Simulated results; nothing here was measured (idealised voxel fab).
Documented hereafter: the process module known as voxel wiring stack.
cross-section cut | 260 nm wide | cells 5 nm
How to read a cross-section here: the picture is a grid of square cells, written as bands going from the top down, and any band can span one or more rows of cells. Heads up on the band format: heights come first, top then bottom, in nm. After that it's the materials left to right, each with its width in nm. A single material flagged "all across" fills the whole band edge to edge, and "blank" means there's empty space there. Measure heights from 0. That's the level where, below it, the as-received wafer is all one material. The lowest band is bottomless and extends downward; write it as in "0 and below". The two numbers in a width such as "30..40" mark its ends across the band: the first belongs to the top row of cells, the second to the bottom row, and from each row to the next the width moves by the same amount. "remained unchanged" (step): cross-section cells unchanged, all of them. Heads up: "Trapped voids" only lists the empty pockets with no open path to the top that are 8 cells or more, and it writes them as width x height at distance, distance from the left edge, in nm. That trailing text on a step's line, after the settings, is the simulator's own remark on the step. "overlay nm" on a masked step: distance the mask lay right of its planned place, negative for left.

Steps in the process plan:
1 RECEIVE: material Si
2 CONFORMAL_DEP: material SiO2, thk nm 15
3 DIRECTIONAL_DEP: material TiN, thk nm 5
4 DIRECTIONAL_DEP: material Ru, thk nm 15
5 PATTERN: tone cover, mask id METAL_1, material resist, width nm 20, pitch nm 45, thk nm 20, overlay nm 0
6 DIRECTIONAL_ETCH: etch materials Ru, depth nm 15
7 DIRECTIONAL_ETCH: etch materials TiN, depth nm 5
8 STRIP: etch materials resist
9 CONFORMAL_DEP: material SiN, thk nm 5
10 FILL_DEP: material SiO2, thk nm 10
11 CMP: height nm 35
12 CONFORMAL_DEP: material SiCN, thk nm 5
13 DIRECTIONAL_DEP: material SiO2, thk nm 30
14 MASKED_ETCH: tone open, mask id METAL_2_HOLES, width nm 15, pitch nm 45, etch materials SiO2, depth nm 30, overlay nm 0
15 MASKED_ETCH: tone open, mask id METAL_2, width nm 20, pitch nm 45, etch materials SiO2, depth nm 15, overlay nm 0
16 MASKED_ETCH: tone open, mask id METAL_2, width nm 15, pitch nm 45, etch materials SiCN, depth nm 5, overlay nm 0
17 CONFORMAL_DEP: material TiN, thk nm 5
18 FILL_DEP: material Ru, thk nm 10
19 CMP: height nm 70
20 CONFORMAL_DEP: material SiCN, thk nm 5
Every wafer here starts from the same state; it is the step 16 width nm that distinguishes them, and the value the plan gives belongs to the first wafer.

Cut through the first of several wafers as received, post step 1:
    0 and below | Si all across
    Trapped voids: none

Wafer rows, end of module: cells per material gained (+) or lost (-) since receipt; closed voids last:
width nm 15 | +76 Ru | +96 SiCN | +60 SiN | +468 SiO2 | +80 TiN | Trapped voids: none
width nm 20 | +80 Ru | +92 SiCN | +60 SiN | +468 SiO2 | +80 TiN | Trapped voids: none
width nm 25 | +80 Ru | +92 SiCN | +60 SiN | +468 SiO2 | +80 TiN | Trapped voids: none
width nm 30 | +80 Ru | +92 SiCN | +60 SiN | +468 SiO2 | +80 TiN | Trapped voids: none
